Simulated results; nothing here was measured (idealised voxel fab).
Herein follows the process module entitled voxel ribs on slabs.
Section cut is 280 nm wide and gridded with 5 nm square cells.
A cross-section is a grid of square cells, given in bands from the top down. A band is one or more rows of cells. It is stipulated that each band's entry specify, in nanometres, the height of the top of the band and then that of its bottom, followed by the materials of the band in left-to-right sequence, each together with its width in nanometres. A single material marked by the word "all across" is understood to fill the band from edge to edge; the word "blank" is understood to denote empty space. Beneath 0, the wafer as received is one material, and that level is where height counting begins. The lowest band goes on downward without a bottom; it is written like "0 down". Width "30..40": first value at the band's top row of cells, second value at its bottom row, equal change from row to row. Where the words "all unchanged" appear for a step, the cross-section shows no cell changed by that step; every cell remained as before. Entry "Closed cavity list". Content: empty spaces with no open connection to the top, size 8 cells or greater. Each: width x height at distance. Distance: from left edge. Unit: nm. Note: text after step settings on the step line = simulator remark on that step. overlay nm, on a step with a mask: how far to the right of its planned place the mask lay; to the left if negative.

[Process steps foreseen in the plan]
1: RECEIVE: material Si
2: DIRECTIONAL_DEP: material SiO2, thk nm 30
3: DIRECTIONAL_DEP: material polySi, thk nm 20
4: DIRECTIONAL_DEP: material aC, thk nm 15
5: PATTERN: tone cover, mask id RIB, material resist, width nm 30, thk nm 30, overlay nm 0
6: DIRECTIONAL_ETCH: etch materials aC, depth nm 15
7: STRIP: etch materials resist
8: DIRECTIONAL_ETCH: etch materials polySi, depth nm 15
9: STRIP: etch materials aC
10: DIRECTIONAL_DEP: material aC, thk nm 15
11: PATTERN: tone cover, mask id SLAB, material resist, width nm 70, thk nm 30, overlay nm 0
12: DIRECTIONAL_ETCH: etch materials aC, depth nm 15
13: STRIP: etch materials resist
14: DIRECTIONAL_ETCH: etch materials polySi, depth nm 5
15: STRIP: etch materials aC
16: FILL_DEP: material SiO2, thk nm 30
17: CMP: height nm 70
18: DIRECTIONAL_DEP: material TiN, thk nm 10
19: DIRECTIONAL_DEP: material aC, thk nm 15
20: PATTERN: tone cover, mask id HEATER, material resist, width nm 40, thk nm 35, overlay nm 0
21: DIRECTIONAL_ETCH: etch materials aC, depth nm 15
22: STRIP: etch materials resist
23: DIRECTIONAL_ETCH: etch materials TiN, depth nm 10
24: STRIP: etch materials aC
25: CONFORMAL_DEP: material SiO2, thk nm 5

[Wafer as received: cross-section following step 1]
- 0 down: Si all across
- Closed cavity list: none

[Cross-section, end of module. Start: as above. Plan: as above. Execution: one mistake]
- 85 to 80: blank (120); SiO2 (45); blank (115)
- 80 to 75: blank (120); SiO2 (5); TiN (35); SiO2 (5); blank (115)
- 75 to 70: SiO2 (125); TiN (35); SiO2 (120)
- 70 to 50: SiO2 all across
- 50 to 35: SiO2 (125); polySi (30); SiO2 (125)
- 35 to 30: SiO2 (105); polySi (70); SiO2 (105)
- 30 to 0: SiO2 all across
- 0 down: Si all across
- Closed cavity list: none
So what did we get wrong on this run? planned and actual differ for step 20; actual: PATTERN: tone cover, mask id HEATER, material resist, width nm 35, thk nm 35, overlay nm 0
